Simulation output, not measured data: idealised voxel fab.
Presented below is a process module, voxel spacer lines.
Shown is cross-section cut, with a width of 220 nm and square cells of size 5 nm.
Cross-section spec: square-cell grid; bands listed top down; each band is one or more rows. Heads up on the band format: heights come first, top then bottom, in nm. After that it's the materials left to right, each with its width in nm. A single material flagged "all across" fills the whole band edge to edge, and "blank" means there's empty space there. It should be noted that heights are counted from 0, beneath which the wafer as supplied is of one material throughout, and that the lowest band possesses no lower boundary but continues downward, as written in "0 -> down". Graded width ("30 to 40"): value in top row of band = first number; value in bottom row = second number; row-to-row change constant. What does "no alterations made" mean for a step? It means no cell of the cross-section changed in that step. So "Sealed void list" is basically the list of trapped voids: any empty space of 8 cells or more that can't reach the top through an opening. They're written width x height at distance, the distance being from the left edge, and it's all nm. On each step's line, the part that comes after the settings is the simulator's own comment on the step. The setting "overlay nm" may be written on the line of a step. When the step uses a mask, the value reports how far to the right of the planned place the mask lay, and a negative value reports that it lay to the left.
# Process steps foreseen in the plan
step 1: RECEIVE with material Si
step 2: CONFORMAL_DEP with material Al2O3, thk nm 10
step 3: DIRECTIONAL_DEP with material TiN, thk nm 10
step 4: DIRECTIONAL_DEP with material aC, thk nm 20
step 5: PATTERN with tone cover, mask id MANDREL, material resist, width nm 20, pitch nm 60, thk nm 30, overlay nm 0
step 6: DIRECTIONAL_ETCH with etch materials aC, depth nm 20
step 7: STRIP with etch materials resist
step 8: CONFORMAL_DEP with material SiN, thk nm 10
step 9: DIRECTIONAL_ETCH with etch materials SiN, depth nm 10
step 10: STRIP with etch materials aC
step 11: DIRECTIONAL_ETCH with etch materials TiN, depth nm 10
step 12: STRIP with etch materials SiN
# Wafer as received: cross-section following step 1
0 -> down = Si all across
Sealed void list: none
# Cross-section, first of two wafers, end of module, run as planned
20 -> 10 = blank (30); TiN (10); blank (20); TiN (10); blank (20); TiN (10); blank (20); TiN (10); blank (20); TiN (10); blank (20); TiN (10); blank (30)
10 -> 0 = Al2O3 all across
0 -> down = Si all across
Sealed void list: none
# Second wafer of the two, sectioned at the end of the module. It began like the first and followed the same plan, but one mistake was made while running it
15 -> 5 = blank (30); TiN (10); blank (20); TiN (10); blank (20); TiN (10); blank (20); TiN (10); blank (20); TiN (10); blank (20); TiN (10); blank (30)
5 -> 0 = Al2O3 all across
0 -> down = Si all across
Sealed void list: none
What went wrong in running the wafer? step 2 off recipe, ran as CONFORMAL_DEP with material Al2O3, thk nm 5
Looking at both finished wafers in cells, the second ends up ahead of or behind the first on some materials: 44 fewer of Al2O3
